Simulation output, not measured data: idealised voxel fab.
This section sets out a process module, namely voxel double patterning.
The cross-section on display is named cut; it measures 180 nm wide, and its cells are 5 nm squares.
Cross-section spec: square-cell grid; bands listed top down; each band is one or more rows. First you get the band's top height and its bottom height, in nm, and then the materials it's made of, left to right, with each width in nm. If you see a single material with "throughout", that one covers the band edge to edge. "blank" is empty space. Heights from 0 (as-received wafer is one material below). Bottom band endless downward, as "0..down". A two-number width, for instance "30..40", indicates that the width is equal to the first number in the top row of the band and to the second number in the bottom row, and that it changes by a constant amount per row of cells. A step reported as "no change occurred" is a step in which no cell of the cross-section changed. Listed in "Sealed internal voids": every empty space of 8 or more cells without an open way to the top. Form: width x height at distance, the distance being from the left edge, all in nm. It should be noted that, on the line of a given step, the content following the step's settings is a remark produced by the simulator itself with respect to that step. overlay nm, on a step with a mask: how far to the right of its planned place the mask lay; to the left if negative.

[Below is the list of planned process steps]
- 1: RECEIVE, material Si
- 2: CONFORMAL_DEP, material SiO2, thk nm 10
- 3: DIRECTIONAL_DEP, material polySi, thk nm 10
- 4: DIRECTIONAL_DEP, material SiCN, thk nm 5
- 5: MASKED_ETCH, tone open, mask id FIRST, width nm 15, pitch nm 50, etch materials SiCN, depth nm 5, overlay nm 0
- 6: MASKED_ETCH, tone open, mask id SECOND, width nm 15, etch materials SiCN, depth nm 5, overlay nm 0
- 7: DIRECTIONAL_ETCH, etch materials polySi, depth nm 10
- 8: STRIP, etch materials SiCN

[Delivered wafer in cross-section: state after step 1]
* 0..down | Si throughout
* Sealed internal voids: none

[Looking at the first of two wafers in cross-section at end of module - ran to plan]
* 20..10 | polySi (55); blank (15); polySi (10); blank (15); polySi (10); blank (15); polySi (60)
* 10..0 | SiO2 throughout
* 0..down | Si throughout
* Sealed internal voids: none

[Wafer two (of two), end-of-module cross-section: start = wafer one, plan = wafer one, one run mistake]
* 20..10 | SiO2 throughout
* 10..0 | polySi throughout
* 0..down | Si throughout
* Sealed internal voids: none
What went wrong in running the wafer? steps 2 and 3 of the plan were each performed in the slot designated for the other
Wrapping up, a cell-based count of both wafers puts the second over or under the first for these materials: polySi +18
